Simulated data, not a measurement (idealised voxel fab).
Name of the process module below: voxel transistor to metal
The width of the displayed cross-section, cut, is 210 nm; its cells are square, with a size of 5 nm.
A cross-section is written here as square cells arranged in a grid, and it is given in bands from the top down, each band taking up one or more rows of cells.
Each band's line starts with the height of the band's top and of its bottom, in nm. Then come its materials from left to right, each with its width in nm. One material with "everywhere" fills the band from edge to edge. "air" is empty space.
Zero point of the height axis is 0; under it, received wafer = one material. Lowest band: continues down indefinitely, "from 0 down".
A width such as "30..40" changes by the same amount from each row of cells to the next, from the band's top row to its bottom row.
Step note "everything unchanged" = no cross-section cell changed.
Closed-off voids of 8+ cells (no open route to the top) go in "Completely enclosed voids", written width x height at distance from the left edge, in nm.
Note: text after step settings on the step line = simulator remark on that step.
The line of a step may include "overlay nm". On a step with a mask, this value is how far to the right of its planned place the mask lay. A negative value means the mask lay to the left.
## So here's the lineup of process steps we planned
1,op RECEIVE | material Si
2,op OXIDIZE | depth nm 5
3,op CONFORMAL_DEP | material SiN | thk nm 10
4,op PATTERN | tone cover | mask id ACTIVE | material resist | width nm 110 | thk nm 20 | overlay nm 0
5,op DIRECTIONAL_ETCH | etch materials SiN | depth nm 10
6,op DIRECTIONAL_ETCH | etch materials SiO2 | depth nm 5
7,op DIRECTIONAL_ETCH | etch materials Si | depth nm 30
8,op STRIP | etch materials resist
9,op OXIDIZE | depth nm 5
10,op FILL_DEP | material SiO2 | thk nm 10
11,op CMP | height nm 10
12,op SELECTIVE_ETCH | etch materials SiO2 | depth nm 5
13,op STRIP | etch materials SiN
14,op SELECTIVE_ETCH | etch materials SiO2 | depth nm 5
15,op OXIDIZE | depth nm 5
16,op DIRECTIONAL_DEP | material polySi | thk nm 20
17,op DIRECTIONAL_DEP | material SiCN | thk nm 10
18,op MASKED_ETCH | tone cover | mask id GATE | width nm 30 | etch materials SiCN | depth nm 20 | overlay nm 0
19,op MASKED_ETCH | tone cover | mask id GATE | width nm 30 | etch materials polySi | depth nm 30 | overlay nm 0
20,op CONFORMAL_DEP | material SiN | thk nm 5
21,op DIRECTIONAL_ETCH | etch materials SiN | depth nm 5
22,op DIRECTIONAL_ETCH | etch materials SiO2 | depth nm 5
23,op DIRECTIONAL_ETCH | etch materials Si | depth nm 15
24,op EPI | material pSi | thk nm 20
25,op FILL_DEP | material SiO2 | thk nm 10
26,op CMP | height nm 15
27,op STRIP | etch materials polySi
28,op SELECTIVE_ETCH | etch materials SiO2 | depth nm 5
29,op CONFORMAL_DEP | material HfO2 | thk nm 5
30,op CONFORMAL_DEP | material TiN | thk nm 5
31,op FILL_DEP | material W | thk nm 10
32,op CMP | height nm 10
33,op DIRECTIONAL_DEP | material SiO2 | thk nm 5
34,op MASKED_ETCH | tone open | mask id CONTACT | width nm 15 | pitch nm 75 | etch materials SiO2 | depth nm 30 | overlay nm 0
35,op CONFORMAL_DEP | material TiN | thk nm 5
36,op FILL_DEP | material Ru | thk nm 5
37,op CMP | height nm 25
38,op DIRECTIONAL_DEP | material TiN | thk nm 5
39,op DIRECTIONAL_DEP | material Ru | thk nm 20
40,op DIRECTIONAL_DEP | material aC | thk nm 15
41,op PATTERN | tone cover | mask id METAL_1 | material resist | width nm 15 | pitch nm 75 | thk nm 35 | overlay nm 0
42,op DIRECTIONAL_ETCH | etch materials aC | depth nm 15
43,op STRIP | etch materials resist
44,op DIRECTIONAL_ETCH | etch materials Ru | depth nm 20
45,op DIRECTIONAL_ETCH | etch materials TiN | depth nm 5
46,op STRIP | etch materials aC
47,op FILL_DEP | material lowk | thk nm 5
48,op CMP | height nm 50
49,op CONFORMAL_DEP | material SiN | thk nm 5
Across this set of wafers, the varied parameter is the thk nm of step 33. Starting conditions are identical for every wafer, and the plan reports the value assigned to the first wafer.
## Cross-section of the first of several wafers on receipt, reflecting completion of step 1
* from 0 down: Si everywhere
* Completely enclosed voids: none
## Below is a per-wafer table. In it, each row describes the wafer at the end of the module by giving, for each material, the number of cells gained (+) or lost (-) since the wafer was received, and after that the closed voids of the wafer
thk nm 5, +14 HfO2, +68 Ru, -252 Si, +50 SiN, +258 SiO2, +66 TiN, +4 W, +180 lowk, +74 pSi, Completely enclosed voids: none
thk nm 10, +14 HfO2, +28 Ru, -252 Si, +50 SiN, +294 SiO2, +70 TiN, +4 W, +180 lowk, +74 pSi, Completely enclosed voids: none
thk nm 15, +14 HfO2, +28 Ru, -252 Si, +50 SiN, +330 SiO2, +34 TiN, +4 W, +180 lowk, +74 pSi, Completely enclosed voids: none
thk nm 20, +14 HfO2, +28 Ru, -252 Si, +50 SiN, +332 SiO2, +32 TiN, +4 W, +180 lowk, +74 pSi, Completely enclosed voids: none
thk nm 25, +14 HfO2, +28 Ru, -252 Si, +50 SiN, +334 SiO2, +30 TiN, +4 W, +180 lowk, +74 pSi, Completely enclosed voids: none
thk nm 30, +14 HfO2, +28 Ru, -252 Si, +50 SiN, +336 SiO2, +28 TiN, +4 W, +180 lowk, +74 pSi, Completely enclosed voids: none
